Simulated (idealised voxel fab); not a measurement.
Process module in this document: voxel capacitor over wiring
265 nm wide, 5 nm square cells: that's cross-section cut.
Just so we're on the same page, the cross-sections are grids of square cells, and they're listed out in bands top to bottom, each band one or more rows deep.
Heights first: top, then bottom, in nm. Then materials, left to right, each with a width in nm. "throughout" on a single material: fills the band edge to edge. "blank": empty space.
Height reference: 0 = level under which incoming wafer is all one material. Lowest band: no bottom, runs on downward, e.g. "0 -> down".
The expression "30->40" gives the width at the extremes of the band, the first number at its top row of cells and the second at its bottom row, with the width changing by equal amounts from each row to the next in between.
Take "remains unaltered" at face value: in the step it is given for, the cross-section changed in none of its cells.
Empty spaces without an open route to the top, at least 8 cells in extent, make up the entry "Closed cavities"; each is given as width x height at distance, where the distance is measured from the left edge, and all are in nm.
Note: text after step settings on the step line = simulator remark on that step.
"overlay nm" on a masked step: distance the mask lay right of its planned place, negative for left.
Each pair of cross-sections that follows straddles one process step: the one shows the state before the step, the other the state after it, down to the lowest band that changed and no further. The step in question, and its settings, are given under the pair. Note that a pair is not necessarily a continuation of the pair above it, since pairs can come from different runs of this module on the same starting wafer; it is a continuation only where its entry headed "Pre-process state" says so.
PRE-PROCESS STATE
> 0 -> down | Si throughout
> Closed cavities: none
POST-PROCESS SECTION
> 15 -> 0 | SiO2 throughout
> No changes below 0.
> Closed cavities: none
The step that takes the structure from the upper cross-section to the lower one is CONFORMAL_DEP (material SiO2; thk nm 15)
Pre-process state: see preceding pair, after cross-section.
POST-PROCESS SECTION
> 20 -> 15 | SiCN throughout
> No changes below 15.
> Closed cavities: none
The step that takes the structure from the upper cross-section to the lower one is CONFORMAL_DEP (material SiCN; thk nm 5)
Pre-process state: see preceding pair, after cross-section.
POST-PROCESS SECTION
> 40 -> 20 | lowk throughout
> No changes below 20.
> Closed cavities: none
The step that takes the structure from the upper cross-section to the lower one is DIRECTIONAL_DEP (material lowk; thk nm 20)
Pre-process state: see preceding pair, after cross-section.
POST-PROCESS SECTION
> 50 -> 40 | aC throughout
> No changes below 40.
> Closed cavities: none
The step that takes the structure from the upper cross-section to the lower one is DIRECTIONAL_DEP (material aC; thk nm 10)
Pre-process state: see preceding pair, after cross-section.
POST-PROCESS SECTION
> 75 -> 50 | resist=75  blank=30  resist=50  blank=30  resist=80
> No changes below 50.
> Closed cavities: none
The step that takes the structure from the upper cross-section to the lower one is PATTERN (tone open; mask id METAL_1; material resist; width nm 30; pitch nm 80; thk nm 25; overlay nm 0)
Pre-process state: see preceding pair, after cross-section.
POST-PROCESS SECTION
> 65 -> 50 | resist=75  blank=30  resist=50  blank=30  resist=80
> 50 -> 40 | aC=75  blank=30  aC=50  blank=30  aC=80
> No changes below 40.
> Closed cavities: none
The step that takes the structure from the upper cross-section to the lower one is DIRECTIONAL_ETCH (etch materials aC; depth nm 10)
Pre-process state: see preceding pair, after cross-section.
POST-PROCESS SECTION
> 50 -> 40 | aC=75  blank=30  aC=50  blank=30  aC=80
> No changes below 40.
> Closed cavities: none
The step that takes the structure from the upper cross-section to the lower one is STRIP (etch materials resist)
Pre-process state: see preceding pair, after cross-section.
POST-PROCESS SECTION
> 50 -> 40 | aC=75  blank=30  aC=50  blank=30  aC=80
> 40 -> 20 | lowk=75  blank=30  lowk=50  blank=30  lowk=80
> No changes below 20.
> Closed cavities: none
The step that takes the structure from the upper cross-section to the lower one is DIRECTIONAL_ETCH (etch materials lowk; depth nm 20)
Pre-process state: see preceding pair, after cross-section.
POST-PROCESS SECTION
> 50 -> 40 | aC=75  blank=30  aC=50  blank=30  aC=80
> 40 -> 20 | lowk=75  blank=30  lowk=50  blank=30  lowk=80
> 20 -> 15 | SiCN=75  blank=30  SiCN=50  blank=30  SiCN=80
> No changes below 15.
> Closed cavities: none
The step that takes the structure from the upper cross-section to the lower one is DIRECTIONAL_ETCH (etch materials SiCN; depth nm 5)
Pre-process state: see preceding pair, after cross-section.
POST-PROCESS SECTION
> 40 -> 20 | lowk=75  blank=30  lowk=50  blank=30  lowk=80
> No changes below 20.
> Closed cavities: none
The step that takes the structure from the upper cross-section to the lower one is STRIP (etch materials aC)
Pre-process state: see preceding pair, after cross-section.
POST-PROCESS SECTION
> 45 -> 40 | TiN=80  blank=20  TiN=60  blank=20  TiN=85
> 40 -> 20 | lowk=75  TiN=5  blank=20  TiN=5  lowk=50  TiN=5  blank=20  TiN=5  lowk=80
> 20 -> 15 | SiCN=75  TiN=30  SiCN=50  TiN=30  SiCN=80
> No changes below 15.
> Closed cavities: none
The step that takes the structure from the upper cross-section to the lower one is CONFORMAL_DEP (material TiN; thk nm 5)
Pre-process state: see preceding pair, after cross-section.
POST-PROCESS SECTION
> 55 -> 45 | Ru throughout
> 45 -> 40 | TiN=80  Ru=20  TiN=60  Ru=20  TiN=85
> 40 -> 20 | lowk=75  TiN=5  Ru=20  TiN=5  lowk=50  TiN=5  Ru=20  TiN=5  lowk=80
> No changes below 20.
> Closed cavities: none
The step that takes the structure from the upper cross-section to the lower one is FILL_DEP (material Ru; thk nm 10)
Pre-process state: see preceding pair, after cross-section.
POST-PROCESS SECTION
> 40 -> 20 | lowk=75  TiN=5  Ru=20  TiN=5  lowk=50  TiN=5  Ru=20  TiN=5  lowk=80
> No changes below 20.
> Closed cavities: none
The step that takes the structure from the upper cross-section to the lower one is CMP (height nm 40)
Pre-process state: see preceding pair, after cross-section.
POST-PROCESS SECTION
> 45 -> 40 | blank=70  Ru=40  blank=40  Ru=40  blank=75
> No changes below 40.
> Closed cavities: none
The step that takes the structure from the upper cross-section to the lower one is EPI (material Ru; thk nm 5)
Pre-process state: see preceding pair, after cross-section.
POST-PROCESS SECTION
> 50 -> 45 | SiCN throughout
> 45 -> 40 | SiCN=70  Ru=40  SiCN=40  Ru=40  SiCN=75
> No changes below 40.
> Closed cavities: none
The step that takes the structure from the upper cross-section to the lower one is FILL_DEP (material SiCN; thk nm 5)
Pre-process state: see preceding pair, after cross-section.
POST-PROCESS SECTION
> 70 -> 50 | SiO2 throughout
> No changes below 50.
> Closed cavities: none
The step that takes the structure from the upper cross-section to the lower one is DIRECTIONAL_DEP (material SiO2; thk nm 20)
Pre-process state: see preceding pair, after cross-section.
POST-PROCESS SECTION
> 80 -> 70 | aC throughout
> No changes below 70.
> Closed cavities: none
The step that takes the structure from the upper cross-section to the lower one is DIRECTIONAL_DEP (material aC; thk nm 10)
Pre-process state: see preceding pair, after cross-section.
POST-PROCESS SECTION
> 105 -> 80 | resist=90  blank=15  resist=160
> No changes below 80.
> Closed cavities: none
The step that takes the structure from the upper cross-section to the lower one is PATTERN (tone open; mask id PLUG_1; material resist; width nm 15; thk nm 25; overlay nm 0)
Pre-process state: see preceding pair, after cross-section.
POST-PROCESS SECTION
> 95 -> 80 | resist=90  blank=15  resist=160
> 80 -> 70 | aC=90  blank=15  aC=160
> No changes below 70.
> Closed cavities: none
The step that takes the structure from the upper cross-section to the lower one is DIRECTIONAL_ETCH (etch materials aC; depth nm 10)
Pre-process state: see preceding pair, after cross-section.
POST-PROCESS SECTION
> 80 -> 70 | aC=90  blank=15  aC=160
> No changes below 70.
> Closed cavities: none
The step that takes the structure from the upper cross-section to the lower one is STRIP (etch materials resist)
Pre-process state: see preceding pair, after cross-section.
POST-PROCESS SECTION
> 80 -> 70 | aC=90  blank=15  aC=160
> 70 -> 50 | SiO2=90  blank=15  SiO2=160
> No changes below 50.
> Closed cavities: none
The step that takes the structure from the upper cross-section to the lower one is DIRECTIONAL_ETCH (etch materials SiO2; depth nm 20)
Pre-process state: see preceding pair, after cross-section.
POST-PROCESS SECTION
> 80 -> 70 | aC=90  blank=15  aC=160
> 70 -> 50 | SiO2=90  blank=15  SiO2=160
> 50 -> 45 | SiCN=90  blank=15  SiCN=160
> No changes below 45.
> Closed cavities: none
The step that takes the structure from the upper cross-section to the lower one is DIRECTIONAL_ETCH (etch materials SiCN; depth nm 5)
Pre-process state: see preceding pair, after cross-section.
POST-PROCESS SECTION
> 70 -> 50 | SiO2=90  blank=15  SiO2=160
> No changes below 50.
> Closed cavities: none
The step that takes the structure from the upper cross-section to the lower one is STRIP (etch materials aC)
Pre-process state: see preceding pair, after cross-section.
POST-PROCESS SECTION
> 75 -> 70 | TiN=95  blank=5  TiN=165
> 70 -> 50 | SiO2=90  TiN=5  blank=5  TiN=5  SiO2=160
> 50 -> 45 | SiCN=90  TiN=15  SiCN=160
> No changes below 45.
> Closed cavities: none
The step that takes the structure from the upper cross-section to the lower one is CONFORMAL_DEP (material TiN; thk nm 5)
Pre-process state: see preceding pair, after cross-section.
POST-PROCESS SECTION
> 80 -> 75 | Cu throughout
> 75 -> 70 | TiN=95  Cu=5  TiN=165
> 70 -> 50 | SiO2=90  TiN=5  Cu=5  TiN=5  SiO2=160
> No changes below 50.
> Closed cavities: none
The step that takes the structure from the upper cross-section to the lower one is FILL_DEP (material Cu; thk nm 5)
Pre-process state: see preceding pair, after cross-section.
POST-PROCESS SECTION
> 70 -> 50 | SiO2=90  TiN=5  Cu=5  TiN=5  SiO2=160
> No changes below 50.
> Closed cavities: none
The step that takes the structure from the upper cross-section to the lower one is CMP (height nm 70)
Pre-process state: see preceding pair, after cross-section.
POST-PROCESS SECTION
> 75 -> 70 | TiN throughout
> No changes below 70.
> Closed cavities: none
The step that takes the structure from the upper cross-section to the lower one is DIRECTIONAL_DEP (material TiN; thk nm 5)
Pre-process state: see preceding pair, after cross-section.
POST-PROCESS SECTION
> 80 -> 75 | SiN throughout
> No changes below 75.
> Closed cavities: none
The step that takes the structure from the upper cross-section to the lower one is DIRECTIONAL_DEP (material SiN; thk nm 5)
Pre-process state: see preceding pair, after cross-section.
POST-PROCESS SECTION
> 85 -> 80 | TiN throughout
> No changes below 80.
> Closed cavities: none
The step that takes the structure from the upper cross-section to the lower one is DIRECTIONAL_DEP (material TiN; thk nm 5)
Pre-process state: see preceding pair, after cross-section.
POST-PROCESS SECTION
> 100 -> 85 | aC throughout
> No changes below 85.
> Closed cavities: none
The step that takes the structure from the upper cross-section to the lower one is DIRECTIONAL_DEP (material aC; thk nm 15)
Pre-process state: see preceding pair, after cross-section.
POST-PROCESS SECTION
> 130 -> 100 | blank=90  resist=55  blank=120
> No changes below 100.
> Closed cavities: none
The step that takes the structure from the upper cross-section to the lower one is PATTERN (tone cover; mask id UPPER_PLATE; material resist; width nm 55; thk nm 30; overlay nm 0)
Pre-process state: see preceding pair, after cross-section.
POST-PROCESS SECTION
> 115 -> 100 | blank=90  resist=55  blank=120
> 100 -> 85 | blank=90  aC=55  blank=120
> No changes below 85.
> Closed cavities: none
The step that takes the structure from the upper cross-section to the lower one is DIRECTIONAL_ETCH (etch materials aC; depth nm 15)
Pre-process state: see preceding pair, after cross-section.
POST-PROCESS SECTION
> 100 -> 85 | blank=90  aC=55  blank=120
> No changes below 85.
> Closed cavities: none
The step that takes the structure from the upper cross-section to the lower one is STRIP (etch materials resist)
Pre-process state: see preceding pair, after cross-section.
POST-PROCESS SECTION
> 100 -> 85 | blank=90  aC=55  blank=120
> 85 -> 80 | blank=90  TiN=55  blank=120
> No changes below 80.
> Closed cavities: none
The step that takes the structure from the upper cross-section to the lower one is DIRECTIONAL_ETCH (etch materials TiN; depth nm 5)
Pre-process state: see preceding pair, after cross-section.
POST-PROCESS SECTION
> 100 -> 85 | blank=90  aC=55  blank=120
> 85 -> 80 | blank=90  TiN=55  blank=120
> 80 -> 75 | blank=90  SiN=55  blank=120
> No changes below 75.
> Closed cavities: none
The step that takes the structure from the upper cross-section to the lower one is DIRECTIONAL_ETCH (etch materials SiN; depth nm 5)
Pre-process state: see preceding pair, after cross-section.
POST-PROCESS SECTION
> 85 -> 80 | blank=90  TiN=55  blank=120
> No changes below 80.
> Closed cavities: none
The step that takes the structure from the upper cross-section to the lower one is STRIP (etch materials aC)
Pre-process state: see preceding pair, after cross-section.
POST-PROCESS SECTION
> 85 -> 80 | blank=90  TiN=55  blank=120
> 80 -> 75 | blank=90  SiN=55  blank=120
> 75 -> 70 | blank=85  TiN=65  blank=115
> No changes below 70.
> Closed cavities: none
The step that takes the structure from the upper cross-section to the lower one is MASKED_ETCH (tone cover; mask id LOWER_PLATE; width nm 65; etch materials TiN; depth nm 5; overlay nm 0)
Pre-process state: see preceding pair, after cross-section.
POST-PROCESS SECTION
> 100 -> 85 | SiO2 throughout
> 85 -> 80 | SiO2=90  TiN=55  SiO2=120
> 80 -> 75 | SiO2=90  SiN=55  SiO2=120
> 75 -> 70 | SiO2=85  TiN=65  SiO2=115
> No changes below 70.
> Closed cavities: none
The step that takes the structure from the upper cross-section to the lower one is FILL_DEP (material SiO2; thk nm 15)
Pre-process state: see preceding pair, after cross-section.
POST-PROCESS SECTION
> 95 -> 85 | SiO2 throughout
> No changes below 85.
> Closed cavities: none
The step that takes the structure from the upper cross-section to the lower one is CMP (height nm 95)
Pre-process state: see preceding pair, after cross-section.
POST-PROCESS SECTION
> 95 -> 85 | SiO2=100  blank=15  SiO2=150
> No changes below 85.
> Closed cavities: none
The step that takes the structure from the upper cross-section to the lower one is MASKED_ETCH (tone open; mask id PLUG_2; width nm 15; etch materials SiO2; depth nm 10; overlay nm 0)
Pre-process state: see preceding pair, after cross-section.
POST-PROCESS SECTION
> 100 -> 95 | TiN=105  blank=5  TiN=155
> 95 -> 90 | SiO2=100  TiN=5  blank=5  TiN=5  SiO2=150
> 90 -> 80 | SiO2=100->90  TiN=15->55  SiO2=150->120
> No changes below 80.
> Closed cavities: none
The step that takes the structure from the upper cross-section to the lower one is CONFORMAL_DEP (material TiN; thk nm 5)
Pre-process state: see preceding pair, after cross-section.
POST-PROCESS SECTION
> 105 -> 100 | Cu throughout
> 100 -> 95 | TiN=105  Cu=5  TiN=155
> 95 -> 90 | SiO2=100  TiN=5  Cu=5  TiN=5  SiO2=150
> No changes below 90.
> Closed cavities: none
The step that takes the structure from the upper cross-section to the lower one is FILL_DEP (material Cu; thk nm 5)
Pre-process state: see preceding pair, after cross-section.
POST-PROCESS SECTION
> 95 -> 90 | SiO2=100  TiN=5  Cu=5  TiN=5  SiO2=150
> No changes below 90.
> Closed cavities: none
The step that takes the structure from the upper cross-section to the lower one is CMP (height nm 95)
Pre-process state: see preceding pair, after cross-section.
POST-PROCESS SECTION
> 100 -> 95 | SiCN throughout
> No changes below 95.
> Closed cavities: none
The step that takes the structure from the upper cross-section to the lower one is CONFORMAL_DEP (material SiCN; thk nm 5)
PRE-PROCESS STATE
> 80 -> 75 | SiN throughout
> 75 -> 70 | TiN throughout
> 70 -> 50 | SiO2=90  TiN=5  Cu=5  TiN=5  SiO2=160
> 50 -> 45 | SiCN=90  TiN=15  SiCN=160
> 45 -> 40 | SiCN=70  Ru=40  SiCN=40  Ru=40  SiCN=75
> 40 -> 20 | lowk=75  TiN=5  Ru=20  TiN=5  lowk=50  TiN=5  Ru=20  TiN=5  lowk=80
> 20 -> 15 | SiCN=75  TiN=30  SiCN=50  TiN=30  SiCN=80
> 15 -> 0 | SiO2 throughout
> 0 -> down | Si throughout
> Closed cavities: none
POST-PROCESS SECTION
> 95 -> 80 | aC throughout
> No changes below 80.
> Closed cavities: none
The step that takes the structure from the upper cross-section to the lower one is DIRECTIONAL_DEP (material aC; thk nm 15)
Pre-process state: see preceding pair, after cross-section.
POST-PROCESS SECTION
> 125 -> 95 | blank=90  resist=55  blank=120
> No changes below 95.
> Closed cavities: none
The step that takes the structure from the upper cross-section to the lower one is PATTERN (tone cover; mask id UPPER_PLATE; material resist; width nm 55; thk nm 30; overlay nm 0)
Pre-process state: see preceding pair, after cross-section.
POST-PROCESS SECTION
> 110 -> 95 | blank=90  resist=55  blank=120
> 95 -> 80 | blank=90  aC=55  blank=120
> No changes below 80.
> Closed cavities: none
The step that takes the structure from the upper cross-section to the lower one is DIRECTIONAL_ETCH (etch materials aC; depth nm 15)
Pre-process state: see preceding pair, after cross-section.
POST-PROCESS SECTION
> 95 -> 80 | blank=90  aC=55  blank=120
> No changes below 80.
> Closed cavities: none
The step that takes the structure from the upper cross-section to the lower one is STRIP (etch materials resist)
Pre-process state: see preceding pair, after cross-section.
POST-PROCESS SECTION
> 95 -> 80 | blank=90  aC=55  blank=120
> 80 -> 75 | blank=90  SiN=55  blank=120
> No changes below 75.
> Closed cavities: none
The step that takes the structure from the upper cross-section to the lower one is DIRECTIONAL_ETCH (etch materials SiN; depth nm 5)
Pre-process state: see preceding pair, after cross-section.
POST-PROCESS SECTION
> 80 -> 75 | blank=90  SiN=55  blank=120
> No changes below 75.
> Closed cavities: none
The step that takes the structure from the upper cross-section to the lower one is STRIP (etch materials aC)
Pre-process state: see preceding pair, after cross-section.
POST-PROCESS SECTION
> 80 -> 75 | blank=90  SiN=55  blank=120
> 75 -> 70 | blank=85  TiN=65  blank=115
> No changes below 70.
> Closed cavities: none
The step that takes the structure from the upper cross-section to the lower one is MASKED_ETCH (tone cover; mask id LOWER_PLATE; width nm 65; etch materials TiN; depth nm 5; overlay nm 0)
Pre-process state: see preceding pair, after cross-section.
POST-PROCESS SECTION
> 95 -> 80 | SiO2 throughout
> 80 -> 75 | SiO2=90  SiN=55  SiO2=120
> 75 -> 70 | SiO2=85  TiN=65  SiO2=115
> No changes below 70.
> Closed cavities: none
The step that takes the structure from the upper cross-section to the lower one is FILL_DEP (material SiO2; thk nm 15)
Pre-process state: see preceding pair, after cross-section.
POST-PROCESS SECTION
> 95 -> 85 | SiO2=100  blank=15  SiO2=150
> No changes below 85.
> Closed cavities: none
The step that takes the structure from the upper cross-section to the lower one is MASKED_ETCH (tone open; mask id PLUG_2; width nm 15; etch materials SiO2; depth nm 10; overlay nm 0)
Pre-process state: see preceding pair, after cross-section.
POST-PROCESS SECTION
> 100 -> 95 | TiN=105  blank=5  TiN=155
> 95 -> 90 | SiO2=100  TiN=5  blank=5  TiN=5  SiO2=150
> 90 -> 85 | SiO2=100  TiN=15  SiO2=150
> No changes below 85.
> Closed cavities: none
The step that takes the structure from the upper cross-section to the lower one is CONFORMAL_DEP (material TiN; thk nm 5)
Pre-process state: see preceding pair, after cross-section.
POST-PROCESS SECTION
> 105 -> 100 | Cu throughout
> 100 -> 95 | TiN=105  Cu=5  TiN=155
> 95 -> 90 | SiO2=100  TiN=5  Cu=5  TiN=5  SiO2=150
> No changes below 90.
> Closed cavities: none
The step that takes the structure from the upper cross-section to the lower one is FILL_DEP (material Cu; thk nm 5)
Pre-process state: see preceding pair, after cross-section.
POST-PROCESS SECTION
> 95 -> 90 | SiO2=100  TiN=5  Cu=5  TiN=5  SiO2=150
> No changes below 90.
> Closed cavities: none
The step that takes the structure from the upper cross-section to the lower one is CMP (height nm 95)
Pre-process state: see preceding pair, after cross-section.
POST-PROCESS SECTION
> 100 -> 95 | SiCN throughout
> No changes below 95.
> Closed cavities: none
The step that takes the structure from the upper cross-section to the lower one is CONFORMAL_DEP (material SiCN; thk nm 5)
PRE-PROCESS STATE
> 15 -> 0 | SiO2 throughout
> 0 -> down | Si throughout
> Closed cavities: none
POST-PROCESS SECTION
> 30 -> 0 | SiO2 throughout
> No changes below 0.
> Closed cavities: none
The step that takes the structure from the upper cross-section to the lower one is CONFORMAL_DEP (material SiO2; thk nm 15)
Pre-process state: see preceding pair, after cross-section.
POST-PROCESS SECTION
> 35 -> 30 | SiCN throughout
> No changes below 30.
> Closed cavities: none
The step that takes the structure from the upper cross-section to the lower one is CONFORMAL_DEP (material SiCN; thk nm 5)
Pre-process state: see preceding pair, after cross-section.
POST-PROCESS SECTION
> 55 -> 35 | lowk throughout
> No changes below 35.
> Closed cavities: none
The step that takes the structure from the upper cross-section to the lower one is DIRECTIONAL_DEP (material lowk; thk nm 20)
Pre-process state: see preceding pair, after cross-section.
POST-PROCESS SECTION
> 65 -> 55 | aC throughout
> No changes below 55.
> Closed cavities: none
The step that takes the structure from the upper cross-section to the lower one is DIRECTIONAL_DEP (material aC; thk nm 10)
Pre-process state: see preceding pair, after cross-section.
POST-PROCESS SECTION
> 90 -> 65 | resist=75  blank=30  resist=50  blank=30  resist=80
> No changes below 65.
> Closed cavities: none
The step that takes the structure from the upper cross-section to the lower one is PATTERN (tone open; mask id METAL_1; material resist; width nm 30; pitch nm 80; thk nm 25; overlay nm 0)
Pre-process state: see preceding pair, after cross-section.
POST-PROCESS SECTION
> 80 -> 65 | resist=75  blank=30  resist=50  blank=30  resist=80
> 65 -> 55 | aC=75  blank=30  aC=50  blank=30  aC=80
> No changes below 55.
> Closed cavities: none
The step that takes the structure from the upper cross-section to the lower one is DIRECTIONAL_ETCH (etch materials aC; depth nm 10)
Pre-process state: see preceding pair, after cross-section.
POST-PROCESS SECTION
> 65 -> 55 | aC=75  blank=30  aC=50  blank=30  aC=80
> No changes below 55.
> Closed cavities: none
The step that takes the structure from the upper cross-section to the lower one is STRIP (etch materials resist)
Pre-process state: see preceding pair, after cross-section.
POST-PROCESS SECTION
> 65 -> 55 | aC=75  blank=30  aC=50  blank=30  aC=80
> 55 -> 35 | lowk=75  blank=30  lowk=50  blank=30  lowk=80
> No changes below 35.
> Closed cavities: none
The step that takes the structure from the upper cross-section to the lower one is DIRECTIONAL_ETCH (etch materials lowk; depth nm 20)
Pre-process state: see preceding pair, after cross-section.
POST-PROCESS SECTION
> 65 -> 55 | aC=75  blank=30  aC=50  blank=30  aC=80
> 55 -> 35 | lowk=75  blank=30  lowk=50  blank=30  lowk=80
> 35 -> 30 | SiCN=75  blank=30  SiCN=50  blank=30  SiCN=80
> No changes below 30.
> Closed cavities: none
The step that takes the structure from the upper cross-section to the lower one is DIRECTIONAL_ETCH (etch materials SiCN; depth nm 5)
Pre-process state: see preceding pair, after cross-section.
POST-PROCESS SECTION
> 55 -> 35 | lowk=75  blank=30  lowk=50  blank=30  lowk=80
> No changes below 35.
> Closed cavities: none
The step that takes the structure from the upper cross-section to the lower one is STRIP (etch materials aC)
Pre-process state: see preceding pair, after cross-section.
POST-PROCESS SECTION
> 60 -> 55 | TiN=80  blank=20  TiN=60  blank=20  TiN=85
> 55 -> 35 | lowk=75  TiN=5  blank=20  TiN=5  lowk=50  TiN=5  blank=20  TiN=5  lowk=80
> 35 -> 30 | SiCN=75  TiN=30  SiCN=50  TiN=30  SiCN=80
> No changes below 30.
> Closed cavities: none
The step that takes the structure from the upper cross-section to the lower one is CONFORMAL_DEP (material TiN; thk nm 5)
Pre-process state: see preceding pair, after cross-section.
POST-PROCESS SECTION
> 70 -> 60 | Ru throughout
> 60 -> 55 | TiN=80  Ru=20  TiN=60  Ru=20  TiN=85
> 55 -> 35 | lowk=75  TiN=5  Ru=20  TiN=5  lowk=50  TiN=5  Ru=20  TiN=5  lowk=80
> No changes below 35.
> Closed cavities: none
The step that takes the structure from the upper cross-section to the lower one is FILL_DEP (material Ru; thk nm 10)
Pre-process state: see preceding pair, after cross-section.
POST-PROCESS SECTION
> 40 -> 35 | lowk=75  TiN=5  Ru=20  TiN=5  lowk=50  TiN=5  Ru=20  TiN=5  lowk=80
> No changes below 35.
> Closed cavities: none
The step that takes the structure from the upper cross-section to the lower one is CMP (height nm 40)
Pre-process state: see preceding pair, after cross-section.
POST-PROCESS SECTION
> 45 -> 40 | blank=70  Ru=40  blank=40  Ru=40  blank=75
> No changes below 40.
> Closed cavities: none
The step that takes the structure from the upper cross-section to the lower one is EPI (material Ru; thk nm 5)
Pre-process state: see preceding pair, after cross-section.
POST-PROCESS SECTION
> 50 -> 45 | SiCN throughout
> 45 -> 40 | SiCN=70  Ru=40  SiCN=40  Ru=40  SiCN=75
> No changes below 40.
> Closed cavities: none
The step that takes the structure from the upper cross-section to the lower one is FILL_DEP (material SiCN; thk nm 5)
Pre-process state: see preceding pair, after cross-section.
POST-PROCESS SECTION
> 70 -> 50 | SiO2 throughout
> No changes below 50.
> Closed cavities: none
The step that takes the structure from the upper cross-section to the lower one is DIRECTIONAL_DEP (material SiO2; thk nm 20)
Pre-process state: see preceding pair, after cross-section.
POST-PROCESS SECTION
> 80 -> 70 | aC throughout
> No changes below 70.
> Closed cavities: none
The step that takes the structure from the upper cross-section to the lower one is DIRECTIONAL_DEP (material aC; thk nm 10)
Pre-process state: see preceding pair, after cross-section.
POST-PROCESS SECTION
> 105 -> 80 | resist=90  blank=15  resist=160
> No changes below 80.
> Closed cavities: none
The step that takes the structure from the upper cross-section to the lower one is PATTERN (tone open; mask id PLUG_1; material resist; width nm 15; thk nm 25; overlay nm 0)
Pre-process state: see preceding pair, after cross-section.
POST-PROCESS SECTION
> 95 -> 80 | resist=90  blank=15  resist=160
> 80 -> 70 | aC=90  blank=15  aC=160
> No changes below 70.
> Closed cavities: none
The step that takes the structure from the upper cross-section to the lower one is DIRECTIONAL_ETCH (etch materials aC; depth nm 10)
Pre-process state: see preceding pair, after cross-section.
POST-PROCESS SECTION
> 80 -> 70 | aC=90  blank=15  aC=160
> No changes below 70.
> Closed cavities: none
The step that takes the structure from the upper cross-section to the lower one is STRIP (etch materials resist)
Pre-process state: see preceding pair, after cross-section.
POST-PROCESS SECTION
> 80 -> 70 | aC=90  blank=15  aC=160
> 70 -> 50 | SiO2=90  blank=15  SiO2=160
> No changes below 50.
> Closed cavities: none
The step that takes the structure from the upper cross-section to the lower one is DIRECTIONAL_ETCH (etch materials SiO2; depth nm 20)
Pre-process state: see preceding pair, after cross-section.
POST-PROCESS SECTION
> 80 -> 70 | aC=90  blank=15  aC=160
> 70 -> 50 | SiO2=90  blank=15  SiO2=160
> 50 -> 45 | SiCN=90  blank=15  SiCN=160
> No changes below 45.
> Closed cavities: none
The step that takes the structure from the upper cross-section to the lower one is DIRECTIONAL_ETCH (etch materials SiCN; depth nm 5)
Pre-process state: see preceding pair, after cross-section.
POST-PROCESS SECTION
> 70 -> 50 | SiO2=90  blank=15  SiO2=160
> No changes below 50.
> Closed cavities: none
The step that takes the structure from the upper cross-section to the lower one is STRIP (etch materials aC)
Pre-process state: see preceding pair, after cross-section.
POST-PROCESS SECTION
> 75 -> 70 | TiN=95  blank=5  TiN=165
> 70 -> 50 | SiO2=90  TiN=5  blank=5  TiN=5  SiO2=160
> 50 -> 45 | SiCN=90  TiN=15  SiCN=160
> No changes below 45.
> Closed cavities: none
The step that takes the structure from the upper cross-section to the lower one is CONFORMAL_DEP (material TiN; thk nm 5)
Pre-process state: see preceding pair, after cross-section.
POST-PROCESS SECTION
> 80 -> 75 | Cu throughout
> 75 -> 70 | TiN=95  Cu=5  TiN=165
> 70 -> 50 | SiO2=90  TiN=5  Cu=5  TiN=5  SiO2=160
> No changes below 50.
> Closed cavities: none
The step that takes the structure from the upper cross-section to the lower one is FILL_DEP (material Cu; thk nm 5)
Pre-process state: see preceding pair, after cross-section.
POST-PROCESS SECTION
> 70 -> 50 | SiO2=90  TiN=5  Cu=5  TiN=5  SiO2=160
> No changes below 50.
> Closed cavities: none
The step that takes the structure from the upper cross-section to the lower one is CMP (height nm 70)
Pre-process state: see preceding pair, after cross-section.
POST-PROCESS SECTION
> 75 -> 70 | TiN throughout
> No changes below 70.
> Closed cavities: none
The step that takes the structure from the upper cross-section to the lower one is DIRECTIONAL_DEP (material TiN; thk nm 5)
Pre-process state: see preceding pair, after cross-section.
POST-PROCESS SECTION
> 80 -> 75 | SiN throughout
> No changes below 75.
> Closed cavities: none
The step that takes the structure from the upper cross-section to the lower one is DIRECTIONAL_DEP (material SiN; thk nm 5)
Pre-process state: see preceding pair, after cross-section.
POST-PROCESS SECTION
> 85 -> 80 | TiN throughout
> No changes below 80.
> Closed cavities: none
The step that takes the structure from the upper cross-section to the lower one is DIRECTIONAL_DEP (material TiN; thk nm 5)
Pre-process state: see preceding pair, after cross-section.
POST-PROCESS SECTION
> 100 -> 85 | aC throughout
> No changes below 85.
> Closed cavities: none
The step that takes the structure from the upper cross-section to the lower one is DIRECTIONAL_DEP (material aC; thk nm 15)
Pre-process state: see preceding pair, after cross-section.
POST-PROCESS SECTION
> 130 -> 100 | blank=90  resist=55  blank=120
> No changes below 100.
> Closed cavities: none
The step that takes the structure from the upper cross-section to the lower one is PATTERN (tone cover; mask id UPPER_PLATE; material resist; width nm 55; thk nm 30; overlay nm 0)
Pre-process state: see preceding pair, after cross-section.
POST-PROCESS SECTION
> 115 -> 100 | blank=90  resist=55  blank=120
> 100 -> 85 | blank=90  aC=55  blank=120
> No changes below 85.
> Closed cavities: none
The step that takes the structure from the upper cross-section to the lower one is DIRECTIONAL_ETCH (etch materials aC; depth nm 15)
Pre-process state: see preceding pair, after cross-section.
POST-PROCESS SECTION
> 100 -> 85 | blank=90  aC=55  blank=120
> No changes below 85.
> Closed cavities: none
The step that takes the structure from the upper cross-section to the lower one is STRIP (etch materials resist)
Pre-process state: see preceding pair, after cross-section.
POST-PROCESS SECTION
> 100 -> 85 | blank=90  aC=55  blank=120
> 85 -> 80 | blank=90  TiN=55  blank=120
> No changes below 80.
> Closed cavities: none
The step that takes the structure from the upper cross-section to the lower one is DIRECTIONAL_ETCH (etch materials TiN; depth nm 5)
Pre-process state: see preceding pair, after cross-section.
POST-PROCESS SECTION
> 100 -> 85 | blank=90  aC=55  blank=120
> 85 -> 80 | blank=90  TiN=55  blank=120
> 80 -> 75 | blank=90  SiN=55  blank=120
> No changes below 75.
> Closed cavities: none
The step that takes the structure from the upper cross-section to the lower one is DIRECTIONAL_ETCH (etch materials SiN; depth nm 5)
Pre-process state: see preceding pair, after cross-section.
POST-PROCESS SECTION
> 85 -> 80 | blank=90  TiN=55  blank=120
> No changes below 80.
> Closed cavities: none
The step that takes the structure from the upper cross-section to the lower one is STRIP (etch materials aC)
Pre-process state: see preceding pair, after cross-section.
POST-PROCESS SECTION
> 85 -> 80 | blank=90  TiN=55  blank=120
> 80 -> 75 | blank=90  SiN=55  blank=120
> 75 -> 70 | blank=85  TiN=65  blank=115
> No changes below 70.
> Closed cavities: none
The step that takes the structure from the upper cross-section to the lower one is MASKED_ETCH (tone cover; mask id LOWER_PLATE; width nm 65; etch materials TiN; depth nm 5; overlay nm 0)
Pre-process state: see preceding pair, after cross-section.
POST-PROCESS SECTION
> 100 -> 85 | SiO2 throughout
> 85 -> 80 | SiO2=90  TiN=55  SiO2=120
> 80 -> 75 | SiO2=90  SiN=55  SiO2=120
> 75 -> 70 | SiO2=85  TiN=65  SiO2=115
> No changes below 70.
> Closed cavities: none
The step that takes the structure from the upper cross-section to the lower one is FILL_DEP (material SiO2; thk nm 15)
